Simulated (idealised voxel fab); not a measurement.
Proc. module: voxel spacer lines
cross-section cut | 230 nm wide | cells 5 nm
Cross-section layout: square cells on a grid; listed as bands, top to bottom; a band spans one or more cell rows.
Read a band's entry like this: the first values are the height of its top and the height of its bottom in nm, and what follows is the sequence of materials from left to right, each with its width in nm. Note that "air" is empty space, and that a single material marked "throughout" reaches across the band from edge to edge.
Measure heights from 0. That's the level where, below it, the as-received wafer is all one material. The lowest band is bottomless and extends downward; write it as in "top 0, no bottom".
Width "30 to 40": first value at the band's top row of cells, second value at its bottom row, equal change from row to row.
Where a step carries "nothing got changed", the cross-section came out of it unchanged, cell for cell.
"Closed void table" - sealed voids, min. 8 cells, no opening to top; format: width x height at distance (distance from left edge; nm throughout).
On a step's line, text after the settings is the simulator commenting on that step.
Among the settings permitted on a step's line is "overlay nm"; applied to a step with a mask, it specifies the extent to which the mask lay to the right of its planned position, whereas a negative figure signifies a position to the left.
[Process steps - plan]
1: RECEIVE: material Si
2: CONFORMAL_DEP: material Al2O3, thk nm 5
3: DIRECTIONAL_DEP: material SiN, thk nm 15
4: DIRECTIONAL_DEP: material aC, thk nm 25
5: PATTERN: tone cover, mask id MANDREL, material resist, width nm 25, pitch nm 80, thk nm 30, overlay nm 0
6: DIRECTIONAL_ETCH: etch materials aC, depth nm 25
7: STRIP: etch materials resist
8: CONFORMAL_DEP: material SiO2, thk nm 15
9: DIRECTIONAL_ETCH: etch materials SiO2, depth nm 15
10: STRIP: etch materials aC
11: DIRECTIONAL_ETCH: etch materials SiN, depth nm 15
12: STRIP: etch materials SiO2
[Below: the first of two wafers, run as planned]
[This is the cross-section of the wafer as we received it, i.e. after step 1]
	top 0, no bottom | Si throughout
	Closed void table: none
[Cross-sectional representation of the wafer at the conclusion of step 2]
	top 5, bottom 0 | Al2O3 throughout
	below 0: unchanged
[Cross-sectional representation of the wafer at the conclusion of step 3]
	top 20, bottom 5 | SiN throughout
	below 5: unchanged
[Cross-sectional representation of the wafer at the conclusion of step 4]
	top 45, bottom 20 | aC throughout
	below 20: unchanged
[Cross-sectional representation of the wafer at the conclusion of step 5]
	top 75, bottom 45 | 60 nm air, 25 nm resist, 55 nm air, 25 nm resist, 65 nm air
	below 45: unchanged
[Cross-sectional representation of the wafer at the conclusion of step 6]
	top 50, bottom 45 | 60 nm air, 25 nm resist, 55 nm air, 25 nm resist, 65 nm air
	top 45, bottom 20 | 60 nm air, 25 nm aC, 55 nm air, 25 nm aC, 65 nm air
	below 20: unchanged
[Cross-sectional representation of the wafer at the conclusion of step 7]
	top 45, bottom 20 | 60 nm air, 25 nm aC, 55 nm air, 25 nm aC, 65 nm air
	below 20: unchanged
[Cross-sectional representation of the wafer at the conclusion of step 8]
	top 60, bottom 45 | 45 nm air, 55 nm SiO2, 25 nm air, 55 nm SiO2, 50 nm air
	top 45, bottom 35 | 45 nm air, 15 nm SiO2, 25 nm aC, 15 nm SiO2, 25 nm air, 15 nm SiO2, 25 nm aC, 15 nm SiO2, 50 nm air
	top 35, bottom 20 | 60 nm SiO2, 25 nm aC, 55 nm SiO2, 25 nm aC, 65 nm SiO2
	below 20: unchanged
[Cross-sectional representation of the wafer at the conclusion of step 9]
	top 45, bottom 20 | 45 nm air, 15 nm SiO2, 25 nm aC, 15 nm SiO2, 25 nm air, 15 nm SiO2, 25 nm aC, 15 nm SiO2, 50 nm air
	below 20: unchanged
[Cross-sectional representation of the wafer at the conclusion of step 10]
	top 45, bottom 20 | 45 nm air, 15 nm SiO2, 25 nm air, 15 nm SiO2, 25 nm air, 15 nm SiO2, 25 nm air, 15 nm SiO2, 50 nm air
	below 20: unchanged
[Cross-sectional representation of the wafer at the conclusion of step 11]
	top 45, bottom 20 | 45 nm air, 15 nm SiO2, 25 nm air, 15 nm SiO2, 25 nm air, 15 nm SiO2, 25 nm air, 15 nm SiO2, 50 nm air
	top 20, bottom 5 | 45 nm air, 15 nm SiN, 25 nm air, 15 nm SiN, 25 nm air, 15 nm SiN, 25 nm air, 15 nm SiN, 50 nm air
	below 5: unchanged
[Cross-sectional representation of the wafer at the conclusion of step 12]
	top 20, bottom 5 | 45 nm air, 15 nm SiN, 25 nm air, 15 nm SiN, 25 nm air, 15 nm SiN, 25 nm air, 15 nm SiN, 50 nm air
	below 5: unchanged
[Here the second wafer is described. Its start and its plan were those of the first wafer. Its run contained one mistake. Up to and including step 1, it did exactly what the first wafer did]
[Second wafer profile in section, at the moment step 2 of the plan was meant to be complete]
	top 15, bottom 0 | SiN throughout
	below 0: unchanged
[Second wafer profile in section, at the moment step 3 of the plan was meant to be complete]
	top 20, bottom 15 | Al2O3 throughout
	below 15: unchanged
[Second wafer profile in section, at the moment step 4 of the plan was meant to be complete]
	top 45, bottom 20 | aC throughout
	below 20: unchanged
[Second wafer profile in section, at the moment step 5 of the plan was meant to be complete]
	top 75, bottom 45 | 60 nm air, 25 nm resist, 55 nm air, 25 nm resist, 65 nm air
	below 45: unchanged
[Second wafer profile in section, at the moment step 6 of the plan was meant to be complete]
	top 50, bottom 45 | 60 nm air, 25 nm resist, 55 nm air, 25 nm resist, 65 nm air
	top 45, bottom 20 | 60 nm air, 25 nm aC, 55 nm air, 25 nm aC, 65 nm air
	below 20: unchanged
[Second wafer profile in section, at the moment step 7 of the plan was meant to be complete]
	top 45, bottom 20 | 60 nm air, 25 nm aC, 55 nm air, 25 nm aC, 65 nm air
	below 20: unchanged
[Second wafer profile in section, at the moment step 8 of the plan was meant to be complete]
	top 60, bottom 45 | 45 nm air, 55 nm SiO2, 25 nm air, 55 nm SiO2, 50 nm air
	top 45, bottom 35 | 45 nm air, 15 nm SiO2, 25 nm aC, 15 nm SiO2, 25 nm air, 15 nm SiO2, 25 nm aC, 15 nm SiO2, 50 nm air
	top 35, bottom 20 | 60 nm SiO2, 25 nm aC, 55 nm SiO2, 25 nm aC, 65 nm SiO2
	below 20: unchanged
[Second wafer profile in section, at the moment step 9 of the plan was meant to be complete]
	top 45, bottom 20 | 45 nm air, 15 nm SiO2, 25 nm aC, 15 nm SiO2, 25 nm air, 15 nm SiO2, 25 nm aC, 15 nm SiO2, 50 nm air
	below 20: unchanged
[Second wafer profile in section, at the moment step 10 of the plan was meant to be complete]
	top 45, bottom 20 | 45 nm air, 15 nm SiO2, 25 nm air, 15 nm SiO2, 25 nm air, 15 nm SiO2, 25 nm air, 15 nm SiO2, 50 nm air
	below 20: unchanged
Second wafer profile in section, at the moment step 11 of the plan was meant to be complete: nothing got changed
[Second wafer profile in section, at the moment step 12 of the plan was meant to be complete]
	top 20, bottom 15 | Al2O3 throughout
	below 15: unchanged
Heads up, the wafer didn't run the way we planned it: the intended sequence of steps 2 and 3 was reversed during processing, with each occupying the position of the other
Per the end-of-run cell counts, the second wafer holds more or fewer of some materials than the first: 102 more of SiN
